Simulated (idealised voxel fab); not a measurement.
Process module, titled voxel tone inversion
This is section cut - it's 170 nm across, gridded in 5 nm square cells.
Throughout this document, each cross-section is represented as a grid of square cells and is presented as a sequence of bands enumerated from the top downward, where a band comprises one or more rows of cells. The entry gives the band's vertical extent as a top height and a bottom height in nm, then its horizontal make-up as materials from left to right, each with a width in nm. "air" stands for empty space; a single material marked "everywhere" fills the band edge to edge. Below 0: as-received wafer, all one material; heights counted from there. Lowest band: no bottom, goes on down, written "top 0, no bottom". The notation "30..40" denotes a width that varies across the rows of cells in the band, beginning at the first number in the top row, finishing at the second number in the bottom row, and changing by an identical amount from each row to the next. A step reported as "nothing was modified" is a step in which no cell of the cross-section changed. Enclosed voids (no open way to top), threshold 8 cells or more, entry "Closed void entries", notation width x height at distance, distance from left edge, nm. Post-settings text on a step line: simulator's own remark regarding the step. When a step includes a mask, the "overlay nm" setting on its line states how far to the right of its planned place that mask lay, and negative values state how far to the left.
**Planned process steps**
1 RECEIVE | material Si
2 CONFORMAL_DEP | material SiN | thk nm 5
3 DIRECTIONAL_DEP | material aC | thk nm 25
4 PATTERN | tone cover | mask id POSTS | material resist | width nm 15 | pitch nm 40 | thk nm 35 | overlay nm 0
5 DIRECTIONAL_ETCH | etch materials aC | depth nm 25
6 STRIP | etch materials resist
7 FILL_DEP | material SiO2 | thk nm 5
8 CMP | height nm 30
9 STRIP | etch materials aC
**The first of two wafers, run as planned**
**Shown in cross-section is the wafer as received, that is, as it stands after step 1**
* top 0, no bottom  Si everywhere
* Closed void entries: none
**Cross-section through the wafer, step 2 finished**
* top 5, bottom 0  SiN everywhere
* below 0: unchanged
**Cross-section through the wafer, step 3 finished**
* top 30, bottom 5  aC everywhere
* below 5: unchanged
**Cross-section through the wafer, step 4 finished**
* top 65, bottom 30  air: 15, then resist: 15, then air: 25, then resist: 15, then air: 25, then resist: 15, then air: 25, then resist: 15, then air: 20
* below 30: unchanged
**Cross-section through the wafer, step 5 finished**
* top 40, bottom 30  air: 15, then resist: 15, then air: 25, then resist: 15, then air: 25, then resist: 15, then air: 25, then resist: 15, then air: 20
* top 30, bottom 5  air: 15, then aC: 15, then air: 25, then aC: 15, then air: 25, then aC: 15, then air: 25, then aC: 15, then air: 20
* below 5: unchanged
**Cross-section through the wafer, step 6 finished**
* top 30, bottom 5  air: 15, then aC: 15, then air: 25, then aC: 15, then air: 25, then aC: 15, then air: 25, then aC: 15, then air: 20
* below 5: unchanged
**Cross-section through the wafer, step 7 finished**
* top 35, bottom 30  SiO2 everywhere
* top 30, bottom 5  SiO2: 15, then aC: 15, then SiO2: 25, then aC: 15, then SiO2: 25, then aC: 15, then SiO2: 25, then aC: 15, then SiO2: 20
* below 5: unchanged
**Cross-section through the wafer, step 8 finished**
* top 30, bottom 5  SiO2: 15, then aC: 15, then SiO2: 25, then aC: 15, then SiO2: 25, then aC: 15, then SiO2: 25, then aC: 15, then SiO2: 20
* below 5: unchanged
**Cross-section through the wafer, step 9 finished**
* top 30, bottom 5  SiO2: 15, then air: 15, then SiO2: 25, then air: 15, then SiO2: 25, then air: 15, then SiO2: 25, then air: 15, then SiO2: 20
* below 5: unchanged
**Regarding the second of the two wafers: it shared the first wafer's starting condition and process plan, yet one error occurred during its execution. Its history coincides with that of the first wafer up to and including step 3**
**Second wafer shown in cross-section at the time step 4 was slated to end**
* top 65, bottom 30  air: 15, then resist: 20, then air: 20, then resist: 20, then air: 20, then resist: 20, then air: 20, then resist: 20, then air: 15
* below 30: unchanged
**Second wafer shown in cross-section at the time step 5 was slated to end**
* top 40, bottom 30  air: 15, then resist: 20, then air: 20, then resist: 20, then air: 20, then resist: 20, then air: 20, then resist: 20, then air: 15
* top 30, bottom 5  air: 15, then aC: 20, then air: 20, then aC: 20, then air: 20, then aC: 20, then air: 20, then aC: 20, then air: 15
* below 5: unchanged
**Second wafer shown in cross-section at the time step 6 was slated to end**
* top 30, bottom 5  air: 15, then aC: 20, then air: 20, then aC: 20, then air: 20, then aC: 20, then air: 20, then aC: 20, then air: 15
* below 5: unchanged
**Second wafer shown in cross-section at the time step 7 was slated to end**
* top 35, bottom 30  SiO2 everywhere
* top 30, bottom 5  SiO2: 15, then aC: 20, then SiO2: 20, then aC: 20, then SiO2: 20, then aC: 20, then SiO2: 20, then aC: 20, then SiO2: 15
* below 5: unchanged
**Second wafer shown in cross-section at the time step 8 was slated to end**
* top 30, bottom 5  SiO2: 15, then aC: 20, then SiO2: 20, then aC: 20, then SiO2: 20, then aC: 20, then SiO2: 20, then aC: 20, then SiO2: 15
* below 5: unchanged
**Second wafer shown in cross-section at the time step 9 was slated to end**
* top 30, bottom 5  SiO2: 15, then air: 20, then SiO2: 20, then air: 20, then SiO2: 20, then air: 20, then SiO2: 20, then air: 20, then SiO2: 15
* below 5: unchanged
Plan not followed: contrary to plan, step 4 was performed as PATTERN | tone cover | mask id POSTS | material resist | width nm 20 | pitch nm 40 | thk nm 35 | overlay nm 0
Final wafer comparison in cells, second versus first, more or fewer per material: -20 SiO2
